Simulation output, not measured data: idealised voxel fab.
process module | voxel quadruple lines
cross-section cut | 300 nm wide | cells 5 nm
A cross-section is a grid of square cells, given in bands from the top down. A band is one or more rows of cells.
Each band's line starts with the height of the band's top and of its bottom, in nm. Then come its materials from left to right, each with its width in nm. One material with "throughout" fills the band from edge to edge. "air" is empty space.
Height 0 is the level under which the wafer as received is all one material. The lowest band goes on downwards, as in "0 down".
A width such as "30 to 40" changes by the same amount from each row of cells to the next, from the band's top row to its bottom row.
"no change" after a step means that no cell of the cross-section changed.
closed voids: empty space of 8 cells or more with no open way to the top, each as width x height at its distance from the left edge, in nm
after a step's settings: what the simulator itself notes on the step
overlay nm, on a step with a mask: how far to the right of its planned place the mask lay; to the left if negative
plan
1 op RECEIVE | material Si
2 op CONFORMAL_DEP | material Al2O3 | thk nm 5
3 op DIRECTIONAL_DEP | material W | thk nm 10
4 op DIRECTIONAL_DEP | material polySi | thk nm 15
5 op DIRECTIONAL_DEP | material aC | thk nm 25
6 op PATTERN | tone cover | mask id MANDREL | material resist | width nm 35 | thk nm 35 | overlay nm 0
7 op DIRECTIONAL_ETCH | etch materials aC | depth nm 25
8 op STRIP | etch materials resist
9 op CONFORMAL_DEP | material SiO2 | thk nm 15
10 op DIRECTIONAL_ETCH | etch materials SiO2 | depth nm 15
11 op STRIP | etch materials aC
12 op DIRECTIONAL_ETCH | etch materials polySi | depth nm 15
13 op STRIP | etch materials SiO2
14 op CONFORMAL_DEP | material SiN | thk nm 10
15 op DIRECTIONAL_ETCH | etch materials SiN | depth nm 10
16 op STRIP | etch materials polySi
17 op DIRECTIONAL_ETCH | etch materials W | depth nm 10
18 op STRIP | etch materials SiN
as received, after step 1
  0 down: Si throughout
  closed voids: none
first wafer at the end, as planned
  15 to 5: air 105 | W 10 | air 15 | W 10 | air 15 | W 10 | air 15 | W 10 | air 110
  5 to 0: Al2O3 throughout
  0 down: Si throughout
  closed voids: none
second wafer at the end: like start, like plan, one mistake
  15 to 5: air 110 | W 10 | air 15 | W 10 | air 5 | W 10 | air 15 | W 10 | air 115
  5 to 0: Al2O3 throughout
  0 down: Si throughout
  closed voids: none
what went wrong: step 6 ran as: op PATTERN | tone cover | mask id MANDREL | material resist | width nm 25 | thk nm 35 | overlay nm 0
at the end the second wafer has, in cells: as many of each material as the first, in other places
